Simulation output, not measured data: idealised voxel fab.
Name of the process module below: voxel ribs on slabs
Shown is cross-section cut, with a width of 140 nm and square cells of size 5 nm.
In what follows, cross-sections appear as grids of square cells, described through bands that run from the top down, where every band is one or more rows of cells.
Basically the band line says how high the top is and how high the bottom is, in nm, and then what's in it from left to right, every material with its width in nm. Empty space shows up as "empty", and if a single material carries "everywhere" it runs the full band edge to edge.
Where do heights start? At 0: under that level the wafer as delivered is made of one material only. And the lowest band has no floor; it just carries on downward, as in "z 0 and below".
Quick explanation for "30 to 40": the width changes in equal steps down the rows of cells, from the first number in the band's top row to the second number in its bottom row.
"identical to before", as given for a step, is the statement that not any cell of the cross-section underwent a change during that step.
Any empty space of 8 cells or more lacking an open way to the top shows up in "Closed void register" as width x height at distance, distance from the left edge, in nm.
That trailing text on a step's line, after the settings, is the simulator's own remark on the step.
"overlay nm" on a masked step: distance the mask lay right of its planned place, negative for left.
-- So here's the lineup of process steps we planned
step 1: RECEIVE with material Si
step 2: DIRECTIONAL_DEP with material SiO2, thk nm 20
step 3: DIRECTIONAL_DEP with material polySi, thk nm 20
step 4: DIRECTIONAL_DEP with material aC, thk nm 10
step 5: PATTERN with tone cover, mask id RIB, material resist, width nm 20, thk nm 30, overlay nm 0
step 6: DIRECTIONAL_ETCH with etch materials aC, depth nm 10
step 7: STRIP with etch materials resist
step 8: DIRECTIONAL_ETCH with etch materials polySi, depth nm 15
step 9: STRIP with etch materials aC
step 10: MASKED_ETCH with tone cover, mask id SLAB, width nm 50, etch materials polySi, depth nm 5, overlay nm 0
step 11: FILL_DEP with material SiO2, thk nm 20
step 12: CMP with height nm 55
step 13: DIRECTIONAL_DEP with material W, thk nm 10
step 14: MASKED_ETCH with tone cover, mask id HEATER, width nm 30, etch materials W, depth nm 10, overlay nm 0
step 15: CONFORMAL_DEP with material SiN, thk nm 5
-- As received (post step 1): cross-section
- z 0 and below = Si everywhere
- Closed void register: none
-- first wafer at the end, as planned
- z 70 to 65 = empty (50) | SiN (40) | empty (50)
- z 65 to 60 = empty (50) | SiN (5) | W (30) | SiN (5) | empty (50)
- z 60 to 55 = SiN (55) | W (30) | SiN (55)
- z 55 to 40 = SiO2 everywhere
- z 40 to 25 = SiO2 (60) | polySi (20) | SiO2 (60)
- z 25 to 20 = SiO2 (45) | polySi (50) | SiO2 (45)
- z 20 to 0 = SiO2 everywhere
- z 0 and below = Si everywhere
- Closed void register: none
-- This cross-section belongs to the second wafer of two at the end of the module; the start and the plan were shared with the first, and the run included one mistake
- z 70 to 65 = empty (50) | SiN (40) | empty (50)
- z 65 to 60 = empty (50) | SiN (5) | W (30) | SiN (5) | empty (50)
- z 60 to 55 = SiN (55) | W (30) | SiN (55)
- z 55 to 35 = SiO2 everywhere
- z 35 to 30 = SiO2 (45) | polySi (50) | SiO2 (45)
- z 30 to 20 = aC everywhere
- z 20 to 0 = SiO2 everywhere
- z 0 and below = Si everywhere
- Closed void register: none
Deviation from plan: plan vs actual: 3 and 4 interchanged
Final comparison by cell count, materials where the second wafer has more or fewer than the first: -44 SiO2, +56 aC, -12 polySi
